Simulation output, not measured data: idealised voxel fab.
The document below concerns the process module designated voxel wiring stack.
We display cut, a cross-section 210 nm in width whose square cells are each 5 nm.
For the purposes of this document, a cross-section shall be understood as a grid of square cells, specified as bands listed in top-to-bottom order, each band consisting of one or more rows of cells. Top height, bottom height, nm. Materials left to right, width each, nm. Single material + "full width" = fills band edge to edge. "air" = empty. Heights are reckoned from 0. Under this level, the received wafer is all of one material. The bottommost band is open-ended downward, for example "top 0, no bottom". Note: "30..40" means the width goes from the first number (top row of the band) to the second number (bottom row) in equal steps per row of cells. "no change" for a step: no cell of the cross-section changed in that step. Empty spaces counting at least 8 cells and having no open way to the top are listed in "Closed-off voids". The notation width x height at distance is used for each, the distance being from the left edge and all three values in nm. That trailing text on a step's line, after the settings, is the simulator's own remark on the step. For masked steps, "overlay nm" on the step line gives how far right of plan the mask actually lay; a minus sign means it lay to the left.
So here's the lineup of process steps we planned:
1: RECEIVE with material Si
2: CONFORMAL_DEP with material SiO2, thk nm 15
3: CONFORMAL_DEP with material SiN, thk nm 5
4: DIRECTIONAL_DEP with material SiO2, thk nm 15
5: PATTERN with tone open, mask id METAL_1, material resist, width nm 25, pitch nm 50, thk nm 20, overlay nm 0
6: DIRECTIONAL_ETCH with etch materials SiO2, depth nm 15
7: DIRECTIONAL_ETCH with etch materials SiN, depth nm 5
8: STRIP with etch materials resist
9: CONFORMAL_DEP with material TiN, thk nm 5
10: FILL_DEP with material Cu, thk nm 5
11: CMP with height nm 35
12: CONFORMAL_DEP with material SiCN, thk nm 5
13: DIRECTIONAL_DEP with material lowk, thk nm 25
14: DIRECTIONAL_DEP with material aC, thk nm 10
15: PATTERN with tone open, mask id METAL_2_HOLES, material resist, width nm 15, pitch nm 50, thk nm 25, overlay nm 0
16: DIRECTIONAL_ETCH with etch materials aC, depth nm 10
17: STRIP with etch materials resist
18: DIRECTIONAL_ETCH with etch materials lowk, depth nm 25
19: STRIP with etch materials aC
20: PATTERN with tone open, mask id METAL_2, material resist, width nm 25, pitch nm 50, thk nm 20, overlay nm 0
21: DIRECTIONAL_ETCH with etch materials lowk, depth nm 15
22: DIRECTIONAL_ETCH with etch materials SiCN, depth nm 5
23: STRIP with etch materials resist
24: CONFORMAL_DEP with material TiN, thk nm 5
25: FILL_DEP with material Cu, thk nm 5
26: CMP with height nm 65
27: CONFORMAL_DEP with material SiCN, thk nm 5
28: DIRECTIONAL_DEP with material lowk, thk nm 30
29: MASKED_ETCH with tone open, mask id METAL_3, width nm 25, pitch nm 50, etch materials lowk, depth nm 15, overlay nm 0
30: DIRECTIONAL_DEP with material aC, thk nm 15
31: PATTERN with tone open, mask id METAL_3_HOLES, material resist, width nm 15, pitch nm 50, thk nm 30, overlay nm 0
32: DIRECTIONAL_ETCH with etch materials aC, depth nm 15
33: STRIP with etch materials resist
34: DIRECTIONAL_ETCH with etch materials lowk, depth nm 15
35: DIRECTIONAL_ETCH with etch materials SiCN, depth nm 5
36: STRIP with etch materials aC
37: CONFORMAL_DEP with material TiN, thk nm 5
38: FILL_DEP with material Cu, thk nm 10
39: CMP with height nm 100
40: CONFORMAL_DEP with material SiN, thk nm 5
As received, after step 1:
    top 0, no bottom: Si full width
    Closed-off voids: none
This is how the wafer looks in cross-section once the module is done, given the starting state and plan above and one mistake in carrying the plan out:
    top 105, bottom 100: SiN full width
    top 100, bottom 90: 65 of lowk  5 of TiN  15 of lowk  5 of TiN  25 of lowk  5 of TiN  15 of lowk  5 of TiN  70 of lowk
    top 90, bottom 85: 65 of lowk  5 of TiN  5 of lowk  15 of TiN  25 of lowk  5 of TiN  5 of lowk  15 of TiN  70 of lowk
    top 85, bottom 70: 65 of lowk  5 of TiN  5 of lowk  5 of TiN  35 of lowk  5 of TiN  5 of lowk  5 of TiN  80 of lowk
    top 70, bottom 65: 65 of SiCN  15 of TiN  35 of SiCN  15 of TiN  80 of SiCN
    top 65, bottom 55: 65 of lowk  5 of TiN  15 of Cu  5 of TiN  25 of lowk  5 of TiN  15 of Cu  5 of TiN  70 of lowk
    top 55, bottom 50: 65 of lowk  5 of TiN  5 of Cu  15 of TiN  25 of lowk  5 of TiN  5 of Cu  15 of TiN  70 of lowk
    top 50, bottom 40: 65 of lowk  5 of TiN  5 of Cu  5 of TiN  35 of lowk  5 of TiN  5 of Cu  5 of TiN  80 of lowk
    top 40, bottom 35: 65 of SiCN  15 of TiN  35 of SiCN  15 of TiN  80 of SiCN
    top 35, bottom 20: 65 of SiO2  5 of TiN  15 of Cu  5 of TiN  25 of SiO2  5 of TiN  15 of Cu  5 of TiN  70 of SiO2
    top 20, bottom 15: 65 of SiN  25 of TiN  25 of SiN  25 of TiN  70 of SiN
    top 15, bottom 0: SiO2 full width
    top 0, no bottom: Si full width
    Closed-off voids: none
Against the plan, the run slipped here: it should be noted that step 38 was executed with settings other than those planned, the operation and settings actually applied being FILL_DEP with material lowk, thk nm 10
